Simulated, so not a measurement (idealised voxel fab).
process module | voxel ribs on slabs
cross-section cut | 165 nm wide | cells 5 nm
A cross-section is a grid of square cells, given in bands from the top down. A band is one or more rows of cells.
Each band's line starts with the height of the band's top and of its bottom, in nm. Then come its materials from left to right, each with its width in nm. One material with "throughout" fills the band from edge to edge. "air" is empty space.
Height 0 is the level under which the wafer as received is all one material. The lowest band goes on downwards, as in "0 down".
A width such as "30 to 40" changes by the same amount from each row of cells to the next, from the band's top row to its bottom row.
"no change" after a step means that no cell of the cross-section changed.
closed voids: empty space of 8 cells or more with no open way to the top, each as width x height at its distance from the left edge, in nm
after a step's settings: what the simulator itself notes on the step
overlay nm, on a step with a mask: how far to the right of its planned place the mask lay; to the left if negative
plan
1 op RECEIVE | material Si
2 op DIRECTIONAL_DEP | material SiO2 | thk nm 25
3 op DIRECTIONAL_DEP | material SiN | thk nm 15
4 op MASKED_ETCH | tone cover | mask id RIB | width nm 25 | etch materials SiN | depth nm 5 | overlay nm 0
5 op PATTERN | tone cover | mask id SLAB | material resist | width nm 55 | thk nm 20 | overlay nm 0
6 op DIRECTIONAL_ETCH | etch materials SiN | depth nm 10
7 op STRIP | etch materials resist
8 op FILL_DEP | material SiO2 | thk nm 15
9 op CMP | height nm 50
10 op DIRECTIONAL_DEP | material TiN | thk nm 5
11 op PATTERN | tone cover | mask id HEATER | material resist | width nm 35 | thk nm 20 | overlay nm 0
12 op DIRECTIONAL_ETCH | etch materials TiN | depth nm 5
13 op STRIP | etch materials resist
14 op CONFORMAL_DEP | material SiN | thk nm 10
as received, after step 1
  0 down: Si throughout
  closed voids: none
first wafer at the end, as planned
  65 to 60: air 55 | SiN 55 | air 55
  60 to 55: SiN throughout
  55 to 50: SiN 65 | TiN 35 | SiN 65
  50 to 40: SiO2 throughout
  40 to 35: SiO2 70 | SiN 25 | SiO2 70
  35 to 25: SiO2 55 | SiN 55 | SiO2 55
  25 to 0: SiO2 throughout
  0 down: Si throughout
  closed voids: none
second wafer at the end: like start, like plan, one mistake
  65 to 55: SiN throughout
  55 to 40: SiO2 throughout
  40 to 35: SiO2 70 | SiN 25 | SiO2 70
  35 to 25: SiO2 55 | SiN 55 | SiO2 55
  25 to 0: SiO2 throughout
  0 down: Si throughout
  closed voids: none
what went wrong: step 10 ran as: op DIRECTIONAL_DEP | material SiO2 | thk nm 5
at the end the second wafer has, in cells: 4 fewer of SiN | 33 more of SiO2 | 7 fewer of TiN
